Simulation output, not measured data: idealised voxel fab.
process module | voxel wiring stack
cross-section cut | 260 nm wide | cells 5 nm
A cross-section is a grid of square cells, given in bands from the top down. A band is one or more rows of cells.
Each band's line starts with the height of the band's top and of its bottom, in nm. Then come its materials from left to right, each with its width in nm. One material with "throughout" fills the band from edge to edge. "air" is empty space.
Height 0 is the level under which the wafer as received is all one material. The lowest band goes on downwards, as in "0 down".
A width such as "30 to 40" changes by the same amount from each row of cells to the next, from the band's top row to its bottom row.
"no change" after a step means that no cell of the cross-section changed.
closed voids: empty space of 8 cells or more with no open way to the top, each as width x height at its distance from the left edge, in nm
after a step's settings: what the simulator itself notes on the step
overlay nm, on a step with a mask: how far to the right of its planned place the mask lay; to the left if negative
plan
1 op RECEIVE | material Si
2 op CONFORMAL_DEP | material SiO2 | thk nm 10
3 op DIRECTIONAL_DEP | material TiN | thk nm 5
4 op DIRECTIONAL_DEP | material Ru | thk nm 25
5 op DIRECTIONAL_DEP | material aC | thk nm 10
6 op PATTERN | tone cover | mask id METAL_1 | material resist | width nm 20 | pitch nm 50 | thk nm 25 | overlay nm 0
7 op DIRECTIONAL_ETCH | etch materials aC | depth nm 10
8 op STRIP | etch materials resist
9 op DIRECTIONAL_ETCH | etch materials Ru | depth nm 25
10 op DIRECTIONAL_ETCH | etch materials TiN | depth nm 5
11 op STRIP | etch materials aC
12 op CONFORMAL_DEP | material SiN | thk nm 5
13 op FILL_DEP | material lowk | thk nm 10
14 op CMP | height nm 40
15 op CONFORMAL_DEP | material SiCN | thk nm 5
16 op DIRECTIONAL_DEP | material lowk | thk nm 25
17 op MASKED_ETCH | tone open | mask id METAL_2_HOLES | width nm 15 | pitch nm 50 | etch materials lowk | depth nm 25 | overlay nm 0
18 op PATTERN | tone open | mask id METAL_2 | material resist | width nm 20 | pitch nm 50 | thk nm 20 | overlay nm 0
19 op DIRECTIONAL_ETCH | etch materials lowk | depth nm 15
20 op DIRECTIONAL_ETCH | etch materials SiCN | depth nm 5
21 op STRIP | etch materials resist
22 op CONFORMAL_DEP | material TiN | thk nm 5
23 op FILL_DEP | material Ru | thk nm 5
24 op CMP | height nm 70
25 op CONFORMAL_DEP | material SiCN | thk nm 5
26 op DIRECTIONAL_DEP | material lowk | thk nm 35
27 op PATTERN | tone open | mask id METAL_3 | material resist | width nm 20 | pitch nm 50 | thk nm 20 | overlay nm 0
28 op DIRECTIONAL_ETCH | etch materials lowk | depth nm 20
29 op STRIP | etch materials resist
30 op MASKED_ETCH | tone open | mask id METAL_3_HOLES | width nm 15 | pitch nm 50 | etch materials lowk | depth nm 15 | overlay nm 0
31 op MASKED_ETCH | tone open | mask id METAL_3_HOLES | width nm 15 | pitch nm 50 | etch materials SiCN | depth nm 5 | overlay nm 0
32 op CONFORMAL_DEP | material TiN | thk nm 5
33 op FILL_DEP | material Cu | thk nm 5
34 op CMP | height nm 110
35 op CONFORMAL_DEP | material SiCN | thk nm 5
as received, after step 1
  0 down: Si throughout
  closed voids: none
a wafer at the end: this start, this plan, one mistake
  115 to 110: SiCN throughout
  110 to 95: lowk 45 | TiN 5 | Cu 10 | TiN 5 | lowk 30 | TiN 5 | Cu 10 | TiN 5 | lowk 30 | TiN 5 | Cu 10 | TiN 5 | lowk 30 | TiN 5 | Cu 10 | TiN 5 | lowk 45
  95 to 90: lowk 45 | TiN 5 | Cu 5 | TiN 10 | lowk 30 | TiN 5 | Cu 5 | TiN 10 | lowk 30 | TiN 5 | Cu 5 | TiN 10 | lowk 30 | TiN 5 | Cu 5 | TiN 10 | lowk 45
  90 to 75: lowk 45 | TiN 5 | Cu 5 | TiN 5 | lowk 35 | TiN 5 | Cu 5 | TiN 5 | lowk 35 | TiN 5 | Cu 5 | TiN 5 | lowk 35 | TiN 5 | Cu 5 | TiN 5 | lowk 50
  75 to 70: SiCN 45 | TiN 15 | SiCN 35 | TiN 15 | SiCN 35 | TiN 15 | SiCN 35 | TiN 15 | SiCN 50
  70 to 60: lowk 35 | TiN 5 | Ru 20 | TiN 5 | lowk 20 | TiN 5 | Ru 20 | TiN 5 | lowk 20 | TiN 5 | Ru 20 | TiN 5 | lowk 20 | TiN 5 | Ru 20 | TiN 5 | lowk 45
  60 to 50: lowk 35 | TiN 5 | Ru 5 | TiN 20 to 5 | lowk 20 to 35 | TiN 5 | Ru 5 | TiN 20 to 5 | lowk 20 to 35 | TiN 5 | Ru 5 | TiN 20 to 5 | lowk 20 to 35 | TiN 5 | Ru 5 | TiN 20 to 5 | lowk 45 to 60
  50 to 45: lowk 35 | TiN 15 | lowk 35 | TiN 15 | lowk 35 | TiN 15 | lowk 35 | TiN 15 | lowk 60
  45 to 40: SiCN 45 | TiN 5 | SiCN 45 | TiN 5 | SiCN 45 | TiN 5 | SiCN 45 | TiN 5 | SiCN 60
  40 to 15: lowk 40 | SiN 5 | Ru 20 | SiN 5 | lowk 20 | SiN 5 | Ru 20 | SiN 5 | lowk 20 | SiN 5 | Ru 20 | SiN 5 | lowk 20 | SiN 5 | Ru 20 | SiN 5 | lowk 40
  15 to 10: SiN 45 | TiN 20 | SiN 30 | TiN 20 | SiN 30 | TiN 20 | SiN 30 | TiN 20 | SiN 45
  10 to 0: SiO2 throughout
  0 down: Si throughout
  closed voids: none
what went wrong: step 17 ran as: op MASKED_ETCH | tone open | mask id METAL_2_HOLES | width nm 15 | pitch nm 50 | etch materials lowk | depth nm 25 | overlay nm -10
